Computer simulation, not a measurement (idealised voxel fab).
Documented hereafter: the process module known as voxel self aligned contacts.
Xsec cut, 300 nm wide, square cell size 5 nm.
Heads up, the way a cross-section reads in here is a grid of square cells, handed over as bands from the top down, with every band being one or more rows of cells. The entry gives the band's vertical extent as a top height and a bottom height in nm, then its horizontal make-up as materials from left to right, each with a width in nm. "blank" stands for empty space; a single material marked "edge to edge" fills the band edge to edge. Measure heights from 0. That's the level where, below it, the as-received wafer is all one material. The lowest band is bottomless and extends downward; write it as in "z 0 and below". Width: "30->40" (first number = top row, second number = bottom row, same change from row to row of cells). "remained unchanged" -> step changed no cross-section cell. What "Unvented cavities" gives you is every empty space of 8 cells or more that is cut off from the top. Each appears as width x height at distance, with the distance taken from the left edge and width, height and distance all in nm. It should be noted that, on the line of a given step, the content following the step's settings is a remark produced by the simulator itself with respect to that step. The optional step-line setting "overlay nm" applies to steps with a mask and quantifies how far to the right of its planned location the mask lay, a negative value indicating leftward placement.

PROCESS STEPS FORESEEN IN THE PLAN
1) RECEIVE [material Si]
2) OXIDIZE [depth nm 5]
3) DIRECTIONAL_DEP [material polySi] [thk nm 30]
4) DIRECTIONAL_DEP [material SiN] [thk nm 20]
5) DIRECTIONAL_DEP [material aC] [thk nm 15]
6) PATTERN [tone cover] [mask id GATE] [material resist] [width nm 35] [pitch nm 80] [thk nm 35] [overlay nm 0]
7) DIRECTIONAL_ETCH [etch materials aC] [depth nm 15]
8) STRIP [etch materials resist]
9) DIRECTIONAL_ETCH [etch materials SiN] [depth nm 20]
10) DIRECTIONAL_ETCH [etch materials polySi] [depth nm 30]
11) STRIP [etch materials aC]
12) CONFORMAL_DEP [material SiN] [thk nm 10]
13) DIRECTIONAL_ETCH [etch materials SiN] [depth nm 10]
14) FILL_DEP [material SiO2] [thk nm 20]
15) CMP [height nm 60]
16) PATTERN [tone open] [mask id CONTACT] [material resist] [width nm 65] [thk nm 15] [overlay nm 0]
17) DIRECTIONAL_ETCH [etch materials SiO2] [depth nm 65]
18) STRIP [etch materials resist]
19) CONFORMAL_DEP [material TiN] [thk nm 5]
20) FILL_DEP [material W] [thk nm 5]
21) CMP [height nm 60]
22) CONFORMAL_DEP [material SiN] [thk nm 5]

DELIVERED WAFER IN CROSS-SECTION: STATE AFTER STEP 1
- z 0 and below | Si edge to edge
- Unvented cavities: none

CROSS-SECTION, FIRST OF TWO WAFERS, END OF MODULE, RUN AS PLANNED
- z 65 to 60 | SiN edge to edge
- z 60 to 50 | 115 SiO2, 5->25 TiN, 55->15 W, 5->25 TiN, 120 SiO2
- z 50 to 30 | 80 SiO2, 55 SiN, 5 TiN, 15 W, 5 TiN, 55 SiN, 85 SiO2
- z 30 to 0 | 80 SiO2, 10 SiN, 35 polySi, 10 SiN, 5 TiN, 15 W, 5 TiN, 10 SiN, 35 polySi, 10 SiN, 85 SiO2
- z 0 to -5 | 135 SiO2, 25 TiN, 140 SiO2
- z -5 and below | Si edge to edge
- Unvented cavities: none

THIS CROSS-SECTION BELONGS TO THE SECOND WAFER OF TWO AT THE END OF THE MODULE; THE START AND THE PLAN WERE SHARED WITH THE FIRST, AND THE RUN INCLUDED ONE MISTAKE
- z 65 to 60 | SiN edge to edge
- z 60 to 50 | 115 SiO2, 5->25 TiN, 55->15 W, 5->25 TiN, 120 SiO2
- z 50 to 30 | 80 SiO2, 55 SiN, 5 TiN, 15 W, 5 TiN, 55 SiN, 85 SiO2
- z 30 to 5 | 80 SiO2, 10 SiN, 35 polySi, 10 SiN, 5 TiN, 15 W, 5 TiN, 10 SiN, 35 polySi, 10 SiN, 85 SiO2
- z 5 to 0 | 80 SiO2, 10 SiN, 35 polySi, 10 SiN, 25 TiN, 10 SiN, 35 polySi, 10 SiN, 85 SiO2
- z 0 and below | Si edge to edge
- Unvented cavities: none
The mistake made against the process plan was this: step 2 of the plan got skipped, so it never ran
Cell-count delta at end, second wafer over first, by material: 60 more of Si | 55 fewer of SiO2 | 2 fewer of TiN | 3 fewer of W
